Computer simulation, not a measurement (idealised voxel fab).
process module | voxel wiring stack
cross-section cut | 235 nm wide | cells 5 nm
A cross-section is a grid of square cells, given in bands from the top down. A band is one or more rows of cells.
Each band's line starts with the height of the band's top and of its bottom, in nm. Then come its materials from left to right, each with its width in nm. One material with "throughout" fills the band from edge to edge. "air" is empty space.
Height 0 is the level under which the wafer as received is all one material. The lowest band goes on downwards, as in "0 down".
A width such as "30 to 40" changes by the same amount from each row of cells to the next, from the band's top row to its bottom row.
"no change" after a step means that no cell of the cross-section changed.
closed voids: empty space of 8 cells or more with no open way to the top, each as width x height at its distance from the left edge, in nm
after a step's settings: what the simulator itself notes on the step
overlay nm, on a step with a mask: how far to the right of its planned place the mask lay; to the left if negative
plan
1 op RECEIVE | material Si
2 op CONFORMAL_DEP | material SiO2 | thk nm 10
3 op CONFORMAL_DEP | material SiCN | thk nm 5
4 op DIRECTIONAL_DEP | material SiO2 | thk nm 25
5 op MASKED_ETCH | tone open | mask id METAL_1 | width nm 25 | pitch nm 45 | etch materials SiO2 | depth nm 25 | overlay nm 0
6 op MASKED_ETCH | tone open | mask id METAL_1 | width nm 25 | pitch nm 45 | etch materials SiCN | depth nm 5 | overlay nm 0
7 op CONFORMAL_DEP | material TiN | thk nm 5
8 op FILL_DEP | material Cu | thk nm 10
9 op CMP | height nm 40
10 op CONFORMAL_DEP | material SiCN | thk nm 5
11 op DIRECTIONAL_DEP | material lowk | thk nm 30
12 op DIRECTIONAL_DEP | material aC | thk nm 10
13 op PATTERN | tone open | mask id METAL_2_HOLES | material resist | width nm 15 | pitch nm 90 | thk nm 30 | overlay nm 0
14 op DIRECTIONAL_ETCH | etch materials aC | depth nm 10
15 op STRIP | etch materials resist
16 op DIRECTIONAL_ETCH | etch materials lowk | depth nm 30
17 op STRIP | etch materials aC
18 op MASKED_ETCH | tone open | mask id METAL_2 | width nm 25 | pitch nm 45 | etch materials lowk | depth nm 20 | overlay nm 0
19 op MASKED_ETCH | tone open | mask id METAL_2 | width nm 25 | pitch nm 45 | etch materials SiCN | depth nm 5 | overlay nm 0
20 op CONFORMAL_DEP | material TiN | thk nm 5
21 op FILL_DEP | material Cu | thk nm 5
22 op CMP | height nm 75
23 op CONFORMAL_DEP | material SiCN | thk nm 5
24 op DIRECTIONAL_DEP | material lowk | thk nm 20
25 op MASKED_ETCH | tone open | mask id PLUG_2 | width nm 15 | pitch nm 90 | etch materials lowk | depth nm 20 | overlay nm 0
26 op MASKED_ETCH | tone open | mask id PLUG_2 | width nm 15 | pitch nm 90 | etch materials SiCN | depth nm 5 | overlay nm 0
27 op EPI | material Ru | thk nm 10
28 op EPI | material Ru | thk nm 10
29 op EPI | material Ru | thk nm 5
30 op CONFORMAL_DEP | material SiN | thk nm 5
31 op DIRECTIONAL_DEP | material lowk | thk nm 15
32 op PATTERN | tone open | mask id METAL_3 | material resist | width nm 25 | pitch nm 45 | thk nm 20 | overlay nm 0
33 op DIRECTIONAL_ETCH | etch materials lowk | depth nm 15
34 op DIRECTIONAL_ETCH | etch materials SiN | depth nm 5
35 op STRIP | etch materials resist
36 op CONFORMAL_DEP | material TiN | thk nm 5
37 op FILL_DEP | material Cu | thk nm 10
38 op CMP | height nm 120
39 op EPI | material Ru | thk nm 5
40 op FILL_DEP | material SiCN | thk nm 5
41 op DIRECTIONAL_DEP | material SiO2 | thk nm 10
42 op PATTERN | tone open | mask id PLUG_3 | material resist | width nm 15 | pitch nm 45 | thk nm 15 | overlay nm 0
43 op DIRECTIONAL_ETCH | etch materials SiO2 | depth nm 10
44 op DIRECTIONAL_ETCH | etch materials SiCN | depth nm 5
45 op STRIP | etch materials resist
46 op EPI | material Ru | thk nm 10
47 op EPI | material Ru | thk nm 5
48 op CONFORMAL_DEP | material SiCN | thk nm 5
49 op DIRECTIONAL_DEP | material SiO2 | thk nm 20
50 op PATTERN | tone open | mask id METAL_4 | material resist | width nm 25 | pitch nm 45 | thk nm 15 | overlay nm 0
51 op DIRECTIONAL_ETCH | etch materials SiO2 | depth nm 20
52 op DIRECTIONAL_ETCH | etch materials SiCN | depth nm 5
53 op STRIP | etch materials resist
54 op CONFORMAL_DEP | material TiN | thk nm 5
55 op FILL_DEP | material W | thk nm 10
56 op CMP | height nm 165
57 op CONFORMAL_DEP | material SiCN | thk nm 5
first wafer, as planned
as received, after step 1
  0 down: Si throughout
  closed voids: none
after step 2
  10 to 0: SiO2 throughout
  below 0: unchanged
after step 3
  15 to 10: SiCN throughout
  below 10: unchanged
after step 4
  40 to 15: SiO2 throughout
  below 15: unchanged
after step 5
  40 to 15: SiO2 60 | air 25 | SiO2 20 | air 25 | SiO2 20 | air 25 | SiO2 60
  below 15: unchanged
after step 6
  40 to 15: SiO2 60 | air 25 | SiO2 20 | air 25 | SiO2 20 | air 25 | SiO2 60
  15 to 10: SiCN 60 | air 25 | SiCN 20 | air 25 | SiCN 20 | air 25 | SiCN 60
  below 10: unchanged
after step 7
  45 to 40: TiN 65 | air 15 | TiN 30 | air 15 | TiN 30 | air 15 | TiN 65
  40 to 15: SiO2 60 | TiN 5 | air 15 | TiN 5 | SiO2 20 | TiN 5 | air 15 | TiN 5 | SiO2 20 | TiN 5 | air 15 | TiN 5 | SiO2 60
  15 to 10: SiCN 60 | TiN 25 | SiCN 20 | TiN 25 | SiCN 20 | TiN 25 | SiCN 60
  below 10: unchanged
after step 8
  55 to 45: Cu throughout
  45 to 40: TiN 65 | Cu 15 | TiN 30 | Cu 15 | TiN 30 | Cu 15 | TiN 65
  40 to 15: SiO2 60 | TiN 5 | Cu 15 | TiN 5 | SiO2 20 | TiN 5 | Cu 15 | TiN 5 | SiO2 20 | TiN 5 | Cu 15 | TiN 5 | SiO2 60
  below 15: unchanged
after step 9
  40 to 15: SiO2 60 | TiN 5 | Cu 15 | TiN 5 | SiO2 20 | TiN 5 | Cu 15 | TiN 5 | SiO2 20 | TiN 5 | Cu 15 | TiN 5 | SiO2 60
  below 15: unchanged
after step 10
  45 to 40: SiCN throughout
  below 40: unchanged
after step 11
  75 to 45: lowk throughout
  below 45: unchanged
after step 12
  85 to 75: aC throughout
  below 75: unchanged
after step 13
  115 to 85: resist 60 | air 15 | resist 75 | air 15 | resist 70
  below 85: unchanged
after step 14
  105 to 85: resist 60 | air 15 | resist 75 | air 15 | resist 70
  85 to 75: aC 60 | air 15 | aC 75 | air 15 | aC 70
  below 75: unchanged
after step 15
  85 to 75: aC 60 | air 15 | aC 75 | air 15 | aC 70
  below 75: unchanged
after step 16
  85 to 75: aC 60 | air 15 | aC 75 | air 15 | aC 70
  75 to 45: lowk 60 | air 15 | lowk 75 | air 15 | lowk 70
  below 45: unchanged
after step 17
  75 to 45: lowk 60 | air 15 | lowk 75 | air 15 | lowk 70
  below 45: unchanged
after step 18
  75 to 55: lowk 60 | air 25 | lowk 20 | air 25 | lowk 20 | air 25 | lowk 60
  below 55: unchanged
after step 19
  75 to 55: lowk 60 | air 25 | lowk 20 | air 25 | lowk 20 | air 25 | lowk 60
  55 to 45: lowk 60 | air 15 | lowk 75 | air 15 | lowk 70
  45 to 40: SiCN 60 | air 15 | SiCN 75 | air 15 | SiCN 70
  below 40: unchanged
after step 20
  80 to 75: TiN 65 | air 15 | TiN 30 | air 15 | TiN 30 | air 15 | TiN 65
  75 to 60: lowk 60 | TiN 5 | air 15 | TiN 5 | lowk 20 | TiN 5 | air 15 | TiN 5 | lowk 20 | TiN 5 | air 15 | TiN 5 | lowk 60
  60 to 55: lowk 60 | TiN 5 | air 5 | TiN 15 | lowk 20 | TiN 25 | lowk 20 | TiN 5 | air 5 | TiN 15 | lowk 60
  55 to 45: lowk 60 | TiN 5 | air 5 | TiN 5 | lowk 75 | TiN 5 | air 5 | TiN 5 | lowk 70
  45 to 40: SiCN 60 | TiN 15 | SiCN 75 | TiN 15 | SiCN 70
  below 40: unchanged
after step 21
  85 to 80: Cu throughout
  80 to 75: TiN 65 | Cu 15 | TiN 30 | Cu 15 | TiN 30 | Cu 15 | TiN 65
  75 to 60: lowk 60 | TiN 5 | Cu 15 | TiN 5 | lowk 20 | TiN 5 | Cu 15 | TiN 5 | lowk 20 | TiN 5 | Cu 15 | TiN 5 | lowk 60
  60 to 55: lowk 60 | TiN 5 | Cu 5 | TiN 15 | lowk 20 | TiN 25 | lowk 20 | TiN 5 | Cu 5 | TiN 15 | lowk 60
  55 to 45: lowk 60 | TiN 5 | Cu 5 | TiN 5 | lowk 75 | TiN 5 | Cu 5 | TiN 5 | lowk 70
  below 45: unchanged
after step 22
  75 to 60: lowk 60 | TiN 5 | Cu 15 | TiN 5 | lowk 20 | TiN 5 | Cu 15 | TiN 5 | lowk 20 | TiN 5 | Cu 15 | TiN 5 | lowk 60
  below 60: unchanged
after step 23
  80 to 75: SiCN throughout
  below 75: unchanged
after step 24
  100 to 80: lowk throughout
  below 80: unchanged
after step 25
  100 to 80: lowk 60 | air 15 | lowk 75 | air 15 | lowk 70
  below 80: unchanged
after step 26
  100 to 80: lowk 60 | air 15 | lowk 75 | air 15 | lowk 70
  80 to 75: SiCN 60 | air 15 | SiCN 75 | air 15 | SiCN 70
  below 75: unchanged
after step 27
  100 to 85: lowk 60 | air 15 | lowk 75 | air 15 | lowk 70
  85 to 80: lowk 60 | Ru 15 | lowk 75 | Ru 15 | lowk 70
  80 to 75: SiCN 60 | Ru 15 | SiCN 75 | Ru 15 | SiCN 70
  below 75: unchanged
after step 28
  100 to 95: lowk 60 | air 15 | lowk 75 | air 15 | lowk 70
  95 to 80: lowk 60 | Ru 15 | lowk 75 | Ru 15 | lowk 70
  below 80: unchanged
after step 29
  100 to 80: lowk 60 | Ru 15 | lowk 75 | Ru 15 | lowk 70
  below 80: unchanged
after step 30
  105 to 100: SiN throughout
  below 100: unchanged
after step 31
  120 to 105: lowk throughout
  below 105: unchanged
after step 32
  140 to 120: resist 60 | air 25 | resist 20 | air 25 | resist 20 | air 25 | resist 60
  below 120: unchanged
after step 33
  140 to 120: resist 60 | air 25 | resist 20 | air 25 | resist 20 | air 25 | resist 60
  120 to 105: lowk 60 | air 25 | lowk 20 | air 25 | lowk 20 | air 25 | lowk 60
  below 105: unchanged
after step 34
  140 to 120: resist 60 | air 25 | resist 20 | air 25 | resist 20 | air 25 | resist 60
  120 to 105: lowk 60 | air 25 | lowk 20 | air 25 | lowk 20 | air 25 | lowk 60
  105 to 100: SiN 60 | air 25 | SiN 20 | air 25 | SiN 20 | air 25 | SiN 60
  below 100: unchanged
after step 35
  120 to 105: lowk 60 | air 25 | lowk 20 | air 25 | lowk 20 | air 25 | lowk 60
  below 105: unchanged
after step 36
  125 to 120: TiN 65 | air 15 | TiN 30 | air 15 | TiN 30 | air 15 | TiN 65
  120 to 105: lowk 60 | TiN 5 | air 15 | TiN 5 | lowk 20 | TiN 5 | air 15 | TiN 5 | lowk 20 | TiN 5 | air 15 | TiN 5 | lowk 60
  105 to 100: SiN 60 | TiN 25 | SiN 20 | TiN 25 | SiN 20 | TiN 25 | SiN 60
  below 100: unchanged
after step 37
  135 to 125: Cu throughout
  125 to 120: TiN 65 | Cu 15 | TiN 30 | Cu 15 | TiN 30 | Cu 15 | TiN 65
  120 to 105: lowk 60 | TiN 5 | Cu 15 | TiN 5 | lowk 20 | TiN 5 | Cu 15 | TiN 5 | lowk 20 | TiN 5 | Cu 15 | TiN 5 | lowk 60
  below 105: unchanged
after step 38
  120 to 105: lowk 60 | TiN 5 | Cu 15 | TiN 5 | lowk 20 | TiN 5 | Cu 15 | TiN 5 | lowk 20 | TiN 5 | Cu 15 | TiN 5 | lowk 60
  below 105: unchanged
after step 39
  125 to 120: air 55 | Ru 35 | air 10 | Ru 35 | air 10 | Ru 35 | air 55
  below 120: unchanged
after step 40
  130 to 125: SiCN throughout
  125 to 120: SiCN 55 | Ru 35 | SiCN 10 | Ru 35 | SiCN 10 | Ru 35 | SiCN 55
  below 120: unchanged
after step 41
  140 to 130: SiO2 throughout
  below 130: unchanged
after step 42
  155 to 140: resist 60 | air 15 | resist 30 | air 15 | resist 30 | air 15 | resist 70
  below 140: unchanged
after step 43
  155 to 140: resist 60 | air 15 | resist 30 | air 15 | resist 30 | air 15 | resist 70
  140 to 130: SiO2 60 | air 15 | SiO2 30 | air 15 | SiO2 30 | air 15 | SiO2 70
  below 130: unchanged
after step 44
  155 to 140: resist 60 | air 15 | resist 30 | air 15 | resist 30 | air 15 | resist 70
  140 to 130: SiO2 60 | air 15 | SiO2 30 | air 15 | SiO2 30 | air 15 | SiO2 70
  130 to 125: SiCN 60 | air 15 | SiCN 30 | air 15 | SiCN 30 | air 15 | SiCN 70
  below 125: unchanged
after step 45
  140 to 130: SiO2 60 | air 15 | SiO2 30 | air 15 | SiO2 30 | air 15 | SiO2 70
  below 130: unchanged
after step 46
  140 to 135: SiO2 60 | air 15 | SiO2 30 | air 15 | SiO2 30 | air 15 | SiO2 70
  135 to 130: SiO2 60 | Ru 15 | SiO2 30 | Ru 15 | SiO2 30 | Ru 15 | SiO2 70
  130 to 120: SiCN 60 to 55 | Ru 15 to 35 | SiCN 30 to 10 | Ru 15 to 35 | SiCN 30 to 10 | Ru 15 to 35 | SiCN 70 to 55
  below 120: unchanged
after step 47
  140 to 130: SiO2 60 | Ru 15 | SiO2 30 | Ru 15 | SiO2 30 | Ru 15 | SiO2 70
  below 130: unchanged
after step 48
  145 to 140: SiCN throughout
  below 140: unchanged
after step 49
  165 to 145: SiO2 throughout
  below 145: unchanged
after step 50
  180 to 165: resist 60 | air 25 | resist 20 | air 25 | resist 20 | air 25 | resist 60
  below 165: unchanged
after step 51
  180 to 165: resist 60 | air 25 | resist 20 | air 25 | resist 20 | air 25 | resist 60
  165 to 145: SiO2 60 | air 25 | SiO2 20 | air 25 | SiO2 20 | air 25 | SiO2 60
  below 145: unchanged
after step 52
  180 to 165: resist 60 | air 25 | resist 20 | air 25 | resist 20 | air 25 | resist 60
  165 to 145: SiO2 60 | air 25 | SiO2 20 | air 25 | SiO2 20 | air 25 | SiO2 60
  145 to 140: SiCN 60 | air 25 | SiCN 20 | air 25 | SiCN 20 | air 25 | SiCN 60
  below 140: unchanged
after step 53
  165 to 145: SiO2 60 | air 25 | SiO2 20 | air 25 | SiO2 20 | air 25 | SiO2 60
  below 145: unchanged
after step 54
  170 to 165: TiN 65 | air 15 | TiN 30 | air 15 | TiN 30 | air 15 | TiN 65
  165 to 145: SiO2 60 | TiN 5 | air 15 | TiN 5 | SiO2 20 | TiN 5 | air 15 | TiN 5 | SiO2 20 | TiN 5 | air 15 | TiN 5 | SiO2 60
  145 to 140: SiCN 60 | TiN 25 | SiCN 20 | TiN 25 | SiCN 20 | TiN 25 | SiCN 60
  below 140: unchanged
after step 55
  180 to 170: W throughout
  170 to 165: TiN 65 | W 15 | TiN 30 | W 15 | TiN 30 | W 15 | TiN 65
  165 to 145: SiO2 60 | TiN 5 | W 15 | TiN 5 | SiO2 20 | TiN 5 | W 15 | TiN 5 | SiO2 20 | TiN 5 | W 15 | TiN 5 | SiO2 60
  below 145: unchanged
after step 56
  165 to 145: SiO2 60 | TiN 5 | W 15 | TiN 5 | SiO2 20 | TiN 5 | W 15 | TiN 5 | SiO2 20 | TiN 5 | W 15 | TiN 5 | SiO2 60
  below 145: unchanged
after step 57
  170 to 165: SiCN throughout
  below 165: unchanged
second wafer: like start, like plan, one mistake. Through step 31 it matches the first wafer
when step 32 should have ended
  140 to 120: air 60 | resist 25 | air 20 | resist 25 | air 20 | resist 25 | air 60
  below 120: unchanged
when step 33 should have ended
  140 to 120: air 60 | resist 25 | air 20 | resist 25 | air 20 | resist 25 | air 60
  120 to 105: air 60 | lowk 25 | air 20 | lowk 25 | air 20 | lowk 25 | air 60
  below 105: unchanged
when step 34 should have ended
  140 to 120: air 60 | resist 25 | air 20 | resist 25 | air 20 | resist 25 | air 60
  120 to 105: air 60 | lowk 25 | air 20 | lowk 25 | air 20 | lowk 25 | air 60
  105 to 100: air 60 | SiN 25 | air 20 | SiN 25 | air 20 | SiN 25 | air 60
  below 100: unchanged
when step 35 should have ended
  120 to 105: air 60 | lowk 25 | air 20 | lowk 25 | air 20 | lowk 25 | air 60
  below 105: unchanged
when step 36 should have ended
  125 to 120: air 55 | TiN 35 | air 10 | TiN 35 | air 10 | TiN 35 | air 55
  120 to 105: air 55 | TiN 5 | lowk 25 | TiN 5 | air 10 | TiN 5 | lowk 25 | TiN 5 | air 10 | TiN 5 | lowk 25 | TiN 5 | air 55
  105 to 100: TiN 60 | SiN 25 | TiN 20 | SiN 25 | TiN 20 | SiN 25 | TiN 60
  below 100: unchanged
when step 37 should have ended
  135 to 125: Cu throughout
  125 to 120: Cu 55 | TiN 35 | Cu 10 | TiN 35 | Cu 10 | TiN 35 | Cu 55
  120 to 105: Cu 55 | TiN 5 | lowk 25 | TiN 5 | Cu 10 | TiN 5 | lowk 25 | TiN 5 | Cu 10 | TiN 5 | lowk 25 | TiN 5 | Cu 55
  below 105: unchanged
when step 38 should have ended
  120 to 105: Cu 55 | TiN 5 | lowk 25 | TiN 5 | Cu 10 | TiN 5 | lowk 25 | TiN 5 | Cu 10 | TiN 5 | lowk 25 | TiN 5 | Cu 55
  below 105: unchanged
when step 39 should have ended
  125 to 120: Ru 65 | air 15 | Ru 30 | air 15 | Ru 30 | air 15 | Ru 65
  below 120: unchanged
when step 40 should have ended
  130 to 125: SiCN throughout
  125 to 120: Ru 65 | SiCN 15 | Ru 30 | SiCN 15 | Ru 30 | SiCN 15 | Ru 65
  below 120: unchanged
when step 41 should have ended
  140 to 130: SiO2 throughout
  below 130: unchanged
when step 42 should have ended
  155 to 140: resist 60 | air 15 | resist 30 | air 15 | resist 30 | air 15 | resist 70
  below 140: unchanged
when step 43 should have ended
  155 to 140: resist 60 | air 15 | resist 30 | air 15 | resist 30 | air 15 | resist 70
  140 to 130: SiO2 60 | air 15 | SiO2 30 | air 15 | SiO2 30 | air 15 | SiO2 70
  below 130: unchanged
when step 44 should have ended
  155 to 140: resist 60 | air 15 | resist 30 | air 15 | resist 30 | air 15 | resist 70
  140 to 130: SiO2 60 | air 15 | SiO2 30 | air 15 | SiO2 30 | air 15 | SiO2 70
  130 to 125: SiCN 60 | air 15 | SiCN 30 | air 15 | SiCN 30 | air 15 | SiCN 70
  below 125: unchanged
when step 45 should have ended
  140 to 130: SiO2 60 | air 15 | SiO2 30 | air 15 | SiO2 30 | air 15 | SiO2 70
  below 130: unchanged
when step 46 should have ended
  140 to 135: SiO2 60 | air 15 | SiO2 30 | air 15 | SiO2 30 | air 15 | SiO2 70
  135 to 130: SiO2 60 | Ru 15 | SiO2 30 | Ru 15 | SiO2 30 | Ru 15 | SiO2 70
  130 to 125: SiCN 60 | Ru 15 | SiCN 30 | Ru 15 | SiCN 30 | Ru 15 | SiCN 70
  below 125: unchanged
when step 47 should have ended
  140 to 130: SiO2 60 | Ru 15 | SiO2 30 | Ru 15 | SiO2 30 | Ru 15 | SiO2 70
  below 130: unchanged
when step 48 should have ended
  145 to 140: SiCN throughout
  below 140: unchanged
when step 49 should have ended
  165 to 145: SiO2 throughout
  below 145: unchanged
when step 50 should have ended
  180 to 165: resist 60 | air 25 | resist 20 | air 25 | resist 20 | air 25 | resist 60
  below 165: unchanged
when step 51 should have ended
  180 to 165: resist 60 | air 25 | resist 20 | air 25 | resist 20 | air 25 | resist 60
  165 to 145: SiO2 60 | air 25 | SiO2 20 | air 25 | SiO2 20 | air 25 | SiO2 60
  below 145: unchanged
when step 52 should have ended
  180 to 165: resist 60 | air 25 | resist 20 | air 25 | resist 20 | air 25 | resist 60
  165 to 145: SiO2 60 | air 25 | SiO2 20 | air 25 | SiO2 20 | air 25 | SiO2 60
  145 to 140: SiCN 60 | air 25 | SiCN 20 | air 25 | SiCN 20 | air 25 | SiCN 60
  below 140: unchanged
when step 53 should have ended
  165 to 145: SiO2 60 | air 25 | SiO2 20 | air 25 | SiO2 20 | air 25 | SiO2 60
  below 145: unchanged
when step 54 should have ended
  170 to 165: TiN 65 | air 15 | TiN 30 | air 15 | TiN 30 | air 15 | TiN 65
  165 to 145: SiO2 60 | TiN 5 | air 15 | TiN 5 | SiO2 20 | TiN 5 | air 15 | TiN 5 | SiO2 20 | TiN 5 | air 15 | TiN 5 | SiO2 60
  145 to 140: SiCN 60 | TiN 25 | SiCN 20 | TiN 25 | SiCN 20 | TiN 25 | SiCN 60
  below 140: unchanged
when step 55 should have ended
  180 to 170: W throughout
  170 to 165: TiN 65 | W 15 | TiN 30 | W 15 | TiN 30 | W 15 | TiN 65
  165 to 145: SiO2 60 | TiN 5 | W 15 | TiN 5 | SiO2 20 | TiN 5 | W 15 | TiN 5 | SiO2 20 | TiN 5 | W 15 | TiN 5 | SiO2 60
  below 145: unchanged
when step 56 should have ended
  165 to 145: SiO2 60 | TiN 5 | W 15 | TiN 5 | SiO2 20 | TiN 5 | W 15 | TiN 5 | SiO2 20 | TiN 5 | W 15 | TiN 5 | SiO2 60
  below 145: unchanged
when step 57 should have ended
  170 to 165: SiCN throughout
  below 165: unchanged
what went wrong: step 32 ran as: op PATTERN | tone cover | mask id METAL_3 | material resist | width nm 25 | pitch nm 45 | thk nm 20 | overlay nm 0
at the end the second wafer has, in cells: 51 more of Cu | 17 more of Ru | 17 fewer of SiCN | 17 fewer of SiN | 17 more of TiN | 51 fewer of lowk
